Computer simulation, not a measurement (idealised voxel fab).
This section sets out a process module, namely voxel ribs on slabs.
The cross-section shown here is cut; it is 215 nm wide and divided into square cells measuring 5 nm on a side.
Cross-section layout: square cells on a grid; listed as bands, top to bottom; a band spans one or more cell rows. Basically the band line says how high the top is and how high the bottom is, in nm, and then what's in it from left to right, every material with its width in nm. Empty space shows up as "blank", and if a single material carries "full width" it runs the full band edge to edge. Ref level 0: as-received wafer is one material below here. Bottom band extends down with no lower bound ("0 down"). Width: "30->40" (first number = top row, second number = bottom row, same change from row to row of cells). Key: "everything unchanged" - step with no changed cell in the cross-section. "Closed internal voids": empty spaces of 8 cells or more with no open way to the top, each given as width x height at distance, distance from the left edge, all in nm. Whatever follows a step's settings on its line is a remark the simulator itself makes about that step. "overlay nm", when on a step's line for a step with a mask, measures how far to the right of its planned place the mask lay; a negative measure means to the left.
[So here's the lineup of process steps we planned]
step 1: RECEIVE with material Si
step 2: DIRECTIONAL_DEP with material SiO2, thk nm 20
step 3: DIRECTIONAL_DEP with material SiN, thk nm 25
step 4: MASKED_ETCH with tone cover, mask id RIB, width nm 30, etch materials SiN, depth nm 10, overlay nm 0
step 5: MASKED_ETCH with tone cover, mask id SLAB, width nm 70, etch materials SiN, depth nm 15, overlay nm 0
step 6: FILL_DEP with material SiO2, thk nm 20
step 7: CMP with height nm 55
step 8: DIRECTIONAL_DEP with material W, thk nm 5
step 9: MASKED_ETCH with tone cover, mask id HEATER, width nm 40, etch materials W, depth nm 5, overlay nm -15
step 10: CONFORMAL_DEP with material SiO2, thk nm 5
For this document, wafers share an identical start and vary in the step 9 overlay nm; the plan quotes the first wafer's value.
[First of several wafers, received after step 1, in cross-section]
  0 down  Si full width
  Closed internal voids: none
[For your reference, the table is organized with a row per wafer; each row reflects the wafer at the end of the module, indicating for each material the cells gained (+) or lost (-) since receipt, and thereafter its closed voids]
overlay nm -15; +54 SiN; +464 SiO2; +8 W; Closed internal voids: none
overlay nm -10; +54 SiN; +464 SiO2; +8 W; Closed internal voids: none
overlay nm -5; +54 SiN; +464 SiO2; +8 W; Closed internal voids: none
overlay nm 0; +54 SiN; +464 SiO2; +8 W; Closed internal voids: none
overlay nm 5; +54 SiN; +464 SiO2; +8 W; Closed internal voids: none
overlay nm 10; +54 SiN; +464 SiO2; +8 W; Closed internal voids: none
overlay nm 15; +54 SiN; +464 SiO2; +8 W; Closed internal voids: none
